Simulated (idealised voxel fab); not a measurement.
Herein follows the process module entitled voxel lift off.
Shown is cross-section cut, with a width of 270 nm and square cells of size 5 nm.
Cross-section layout: square cells on a grid; listed as bands, top to bottom; a band spans one or more cell rows. Heights first: top, then bottom, in nm. Then materials, left to right, each with a width in nm. "everywhere" on a single material: fills the band edge to edge. "blank": empty space. Zero point of the height axis is 0; under it, received wafer = one material. Lowest band: continues down indefinitely, "from 0 down". Width spec "30..40" -> top row of cells at first value, bottom row at second value, equal per-row change in between. "everything unchanged" means the step left every cell of the cross-section as it was. "Sealed voids" specifies each empty space that is not open to the top and that occupies no fewer than 8 cells, using the form width x height at distance, the distance measured from the left edge and all three quantities in nm. Past the settings on a step's line: simulator remark, on that step. overlay nm: right-of-plan distance of the mask on a masked step; negative values mean left-of-plan.
THE STEPS PLANNED FOR THE PROCESS ARE AS FOLLOWS
| 1 | RECEIVE (material Si) |
| 2 | CONFORMAL_DEP (material SiO2; thk nm 5) |
| 3 | PATTERN (tone open; mask id LINES; material resist; width nm 25; pitch nm 50; thk nm 30; overlay nm -15) |
| 4 | DIRECTIONAL_DEP (material Ru; thk nm 15) |
| 5 | STRIP (etch materials resist) |
| 6 | CONFORMAL_DEP (material SiO2; thk nm 10) |
The value of overlay nm given for step 3 in the plan refers to the first wafer; the wafers vary in this setting and are alike at the start.
HERE'S THE FIRST OF THE WAFERS IN CROSS-SECTION, JUST AS WE GOT IT, I.E. AFTER STEP 1
from 0 down: Si everywhere
Sealed voids: none
CROSS-SECTIONAL REPRESENTATION OF THE FIRST OF SEVERAL WAFERS AT THE END OF THE MODULE, I.E. AFTER ITS TERMINAL STEP, STEP 6
from 30 to 20: blank: 20  SiO2: 45  blank: 5  SiO2: 45  blank: 5  SiO2: 45  blank: 5  SiO2: 45  blank: 55
from 20 to 15: blank: 20  SiO2: 10  Ru: 25  SiO2: 10  blank: 5  SiO2: 10  Ru: 25  SiO2: 10  blank: 5  SiO2: 10  Ru: 25  SiO2: 10  blank: 5  SiO2: 10  Ru: 25  SiO2: 10  blank: 55
from 15 to 5: SiO2: 30  Ru: 25  SiO2: 25  Ru: 25  SiO2: 25  Ru: 25  SiO2: 25  Ru: 25  SiO2: 65
from 5 to 0: SiO2 everywhere
from 0 down: Si everywhere
Sealed voids: none
THE FINAL WAFER, SECTIONED AT MODULE END
from 30 to 20: blank: 50  SiO2: 45  blank: 5  SiO2: 45  blank: 5  SiO2: 45  blank: 5  SiO2: 45  blank: 25
from 20 to 15: blank: 50  SiO2: 10  Ru: 25  SiO2: 10  blank: 5  SiO2: 10  Ru: 25  SiO2: 10  blank: 5  SiO2: 10  Ru: 25  SiO2: 10  blank: 5  SiO2: 10  Ru: 25  SiO2: 10  blank: 25
from 15 to 5: SiO2: 60  Ru: 25  SiO2: 25  Ru: 25  SiO2: 25  Ru: 25  SiO2: 25  Ru: 25  SiO2: 35
from 5 to 0: SiO2 everywhere
from 0 down: Si everywhere
Sealed voids: none
QUICK KEY FOR THE TABLE: A ROW PER WAFER, TAKEN AT THE END OF THE MODULE. FOR EACH MATERIAL IT TELLS YOU HOW MANY CELLS THE WAFER GAINED (+) OR LOST (-) SINCE IT CAME IN, AND THE CLOSED VOIDS COME AFTER
overlay nm -15 | +60 Ru | +210 SiO2 | Sealed voids: none
overlay nm -10 | +60 Ru | +210 SiO2 | Sealed voids: none
overlay nm -5 | +60 Ru | +210 SiO2 | Sealed voids: none
overlay nm 0 | +60 Ru | +210 SiO2 | Sealed voids: none
overlay nm 5 | +60 Ru | +210 SiO2 | Sealed voids: none
overlay nm 10 | +60 Ru | +210 SiO2 | Sealed voids: none
overlay nm 15 | +60 Ru | +210 SiO2 | Sealed voids: none
